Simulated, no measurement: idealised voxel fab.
This section sets out a process module, namely voxel wiring stack.
For reference, the cross-section in this document is cut, with width 275 nm and square cells of 5 nm.
A cross-section is a grid of square cells, given in bands from the top down. A band is one or more rows of cells. Per band: top height and bottom height in nm, followed by the left-to-right materials and their widths in nm; "edge to edge" marks a single material spanning edge to edge, "air" marks empty space. Heads up on the height convention: 0 is the point under which the incoming wafer is all one material, and the lowest band has no bottom, it just keeps going down, like "0 and below". Width: "30..40" (first number = top row, second number = bottom row, same change from row to row of cells). You'll sometimes find "left unchanged" written for a step, and that's the way of saying that nowhere in the cross-section did a cell change during that step. Basically, "Enclosed voids" tells you about the enclosed voids: empty spaces with no open way to the top, 8 cells or bigger, each written width x height at distance, where distance is from the left edge, all in nm. What comes after the settings on a step's line is commentary from the simulator itself on that step. "overlay nm", when on a step's line for a step with a mask, measures how far to the right of its planned place the mask lay; a negative measure means to the left.

THE PROCESS STEPS THAT WERE PLANNED ARE LISTED BELOW
| 1 | RECEIVE: material Si |
| 2 | CONFORMAL_DEP: material SiO2, thk nm 15 |
| 3 | DIRECTIONAL_DEP: material TiN, thk nm 5 |
| 4 | DIRECTIONAL_DEP: material Ru, thk nm 15 |
| 5 | DIRECTIONAL_DEP: material aC, thk nm 15 |
| 6 | PATTERN: tone cover, mask id METAL_1, material resist, width nm 25, pitch nm 40, thk nm 35, overlay nm 0 |
| 7 | DIRECTIONAL_ETCH: etch materials aC, depth nm 15 |
| 8 | STRIP: etch materials resist |
| 9 | DIRECTIONAL_ETCH: etch materials Ru, depth nm 15 |
| 10 | DIRECTIONAL_ETCH: etch materials TiN, depth nm 5 |
| 11 | STRIP: etch materials aC |
| 12 | FILL_DEP: material lowk, thk nm 5 |
| 13 | CMP: height nm 35 |
| 14 | CONFORMAL_DEP: material SiCN, thk nm 5 |
| 15 | DIRECTIONAL_DEP: material lowk, thk nm 15 |
| 16 | DIRECTIONAL_DEP: material aC, thk nm 15 |
| 17 | PATTERN: tone open, mask id PLUG_1, material resist, width nm 15, pitch nm 40, thk nm 35, overlay nm 0 |
| 18 | DIRECTIONAL_ETCH: etch materials aC, depth nm 15 |
| 19 | STRIP: etch materials resist |
| 20 | DIRECTIONAL_ETCH: etch materials lowk, depth nm 15 |
| 21 | DIRECTIONAL_ETCH: etch materials SiCN, depth nm 5 |
| 22 | STRIP: etch materials aC |
| 23 | EPI: material Ru, thk nm 10 |
| 24 | EPI: material Ru, thk nm 10 |
| 25 | CONFORMAL_DEP: material SiN, thk nm 5 |
| 26 | DIRECTIONAL_DEP: material SiO2, thk nm 15 |
| 27 | MASKED_ETCH: tone open, mask id METAL_2, width nm 25, pitch nm 40, etch materials SiO2, depth nm 15, overlay nm 0 |
| 28 | MASKED_ETCH: tone open, mask id METAL_2, width nm 25, pitch nm 40, etch materials SiN, depth nm 5, overlay nm 0 |
| 29 | CONFORMAL_DEP: material TiN, thk nm 5 |
| 30 | FILL_DEP: material Cu, thk nm 5 |
| 31 | CMP: height nm 75 |
| 32 | EPI: material Ru, thk nm 5 |
| 33 | FILL_DEP: material SiCN, thk nm 5 |
| 34 | DIRECTIONAL_DEP: material SiO2, thk nm 35 |
| 35 | MASKED_ETCH: tone open, mask id METAL_3, width nm 25, pitch nm 40, etch materials SiO2, depth nm 20, overlay nm 0 |
| 36 | DIRECTIONAL_DEP: material aC, thk nm 10 |
| 37 | PATTERN: tone open, mask id METAL_3_HOLES, material resist, width nm 15, pitch nm 80, thk nm 30, overlay nm 0 |
| 38 | DIRECTIONAL_ETCH: etch materials aC, depth nm 10 |
| 39 | STRIP: etch materials resist |
| 40 | DIRECTIONAL_ETCH: etch materials SiO2, depth nm 15 |
| 41 | DIRECTIONAL_ETCH: etch materials SiCN, depth nm 5 |
| 42 | STRIP: etch materials aC |
| 43 | CONFORMAL_DEP: material TiN, thk nm 5 |
| 44 | FILL_DEP: material Cu, thk nm 5 |
| 45 | CMP: height nm 120 |
| 46 | CONFORMAL_DEP: material SiN, thk nm 5 |

CROSS-SECTION OF THE WAFER AT RECEIPT, WHICH IS THE CONDITION AFTER STEP 1
0 and below  Si edge to edge
Enclosed voids: none

MODULE COMPLETE - CROSS-SECTION OF THE FIRST OF TWO WAFERS, RUN ACCORDING TO PLAN
125 down to 120  SiN edge to edge
120 down to 105  65 of SiO2, then 5 of TiN, then 15 of Cu, then 5 of TiN, then 15 of SiO2, then 5 of TiN, then 15 of Cu, then 5 of TiN, then 15 of SiO2, then 5 of TiN, then 15 of Cu, then 5 of TiN, then 15 of SiO2, then 5 of TiN, then 15 of Cu, then 5 of TiN, then 65 of SiO2
105 down to 100  65 of SiO2, then 5 of TiN, then 5 of Cu, then 15 of TiN, then 15 of SiO2, then 25 of TiN, then 15 of SiO2, then 5 of TiN, then 5 of Cu, then 15 of TiN, then 15 of SiO2, then 25 of TiN, then 65 of SiO2
100 down to 85  65 of SiO2, then 5 of TiN, then 5 of Cu, then 5 of TiN, then 65 of SiO2, then 5 of TiN, then 5 of Cu, then 5 of TiN, then 115 of SiO2
85 down to 80  65 of SiCN, then 15 of TiN, then 65 of SiCN, then 15 of TiN, then 115 of SiCN
80 down to 75  60 of SiCN, then 35 of Ru, then 5 of SiCN, then 35 of Ru, then 5 of SiCN, then 35 of Ru, then 5 of SiCN, then 35 of Ru, then 60 of SiCN
75 down to 60  65 of SiO2, then 5 of TiN, then 15 of Cu, then 5 of TiN, then 15 of SiO2, then 5 of TiN, then 15 of Cu, then 5 of TiN, then 15 of SiO2, then 5 of TiN, then 15 of Cu, then 5 of TiN, then 15 of SiO2, then 5 of TiN, then 15 of Cu, then 5 of TiN, then 65 of SiO2
60 down to 55  65 of SiN, then 25 of TiN, then 15 of SiN, then 25 of TiN, then 15 of SiN, then 25 of TiN, then 15 of SiN, then 25 of TiN, then 65 of SiN
55 down to 40  65 of lowk, then 15 of Ru, then 25 of lowk, then 15 of Ru, then 25 of lowk, then 15 of Ru, then 25 of lowk, then 15 of Ru, then 75 of lowk
40 down to 35  65 of SiCN, then 15 of Ru, then 25 of SiCN, then 15 of Ru, then 25 of SiCN, then 15 of Ru, then 25 of SiCN, then 15 of Ru, then 75 of SiCN
35 down to 20  65 of lowk, then 25 of Ru, then 15 of lowk, then 25 of Ru, then 15 of lowk, then 25 of Ru, then 15 of lowk, then 25 of Ru, then 65 of lowk
20 down to 15  65 of lowk, then 25 of TiN, then 15 of lowk, then 25 of TiN, then 15 of lowk, then 25 of TiN, then 15 of lowk, then 25 of TiN, then 65 of lowk
15 down to 0  SiO2 edge to edge
0 and below  Si edge to edge
Enclosed voids: none

PRESENTED HERE IS A CROSS-SECTION OF THE SECOND OF THE TWO WAFERS AS IT STOOD AT THE END OF THE MODULE. IT WAS STARTED IN THE SAME MANNER AND ASSIGNED THE SAME PLAN AS THE FIRST WAFER; HOWEVER, ONE MISTAKE WAS MADE IN ITS EXECUTION
125 down to 120  SiN edge to edge
120 down to 105  65 of SiO2, then 5 of TiN, then 15 of Cu, then 5 of TiN, then 15 of SiO2, then 5 of TiN, then 15 of Cu, then 5 of TiN, then 15 of SiO2, then 5 of TiN, then 15 of Cu, then 5 of TiN, then 15 of SiO2, then 5 of TiN, then 15 of Cu, then 5 of TiN, then 65 of SiO2
105 down to 100  65 of SiO2, then 5 of TiN, then 5 of Cu, then 15 of TiN, then 15 of SiO2, then 25 of TiN, then 15 of SiO2, then 5 of TiN, then 5 of Cu, then 15 of TiN, then 15 of SiO2, then 25 of TiN, then 65 of SiO2
100 down to 85  65 of SiO2, then 5 of TiN, then 5 of Cu, then 5 of TiN, then 65 of SiO2, then 5 of TiN, then 5 of Cu, then 5 of TiN, then 115 of SiO2
85 down to 80  65 of SiCN, then 15 of TiN, then 65 of SiCN, then 15 of TiN, then 115 of SiCN
80 down to 75  60 of SiCN, then 35 of Ru, then 5 of SiCN, then 35 of Ru, then 5 of SiCN, then 35 of Ru, then 5 of SiCN, then 35 of Ru, then 60 of SiCN
75 down to 60  65 of SiO2, then 5 of TiN, then 15 of Cu, then 5 of TiN, then 15 of SiO2, then 5 of TiN, then 15 of Cu, then 5 of TiN, then 15 of SiO2, then 5 of TiN, then 15 of Cu, then 5 of TiN, then 15 of SiO2, then 5 of TiN, then 15 of Cu, then 5 of TiN, then 65 of SiO2
60 down to 55  65 of SiN, then 25 of TiN, then 15 of SiN, then 25 of TiN, then 15 of SiN, then 25 of TiN, then 15 of SiN, then 25 of TiN, then 65 of SiN
55 down to 50  65 of SiCN, then 5 of SiN, then 5 of TiN, then 5 of SiN, then 25 of SiCN, then 5 of SiN, then 5 of TiN, then 5 of SiN, then 25 of SiCN, then 5 of SiN, then 5 of TiN, then 5 of SiN, then 25 of SiCN, then 5 of SiN, then 5 of TiN, then 5 of SiN, then 75 of SiCN
50 down to 35  lowk edge to edge
35 down to 20  65 of lowk, then 25 of Ru, then 15 of lowk, then 25 of Ru, then 15 of lowk, then 25 of Ru, then 15 of lowk, then 25 of Ru, then 65 of lowk
20 down to 15  65 of lowk, then 25 of TiN, then 15 of lowk, then 25 of TiN, then 15 of lowk, then 25 of TiN, then 15 of lowk, then 25 of TiN, then 65 of lowk
15 down to 0  SiO2 edge to edge
0 and below  Si edge to edge
Enclosed voids: none
What was the processing mistake? mixed up steps 14 and 15 - ran each in the other's place
Counted in cells at the end, the second wafer holds more or fewer of these materials than the first: Ru: 48 fewer, SiN: 8 more, TiN: 4 more, lowk: 36 more
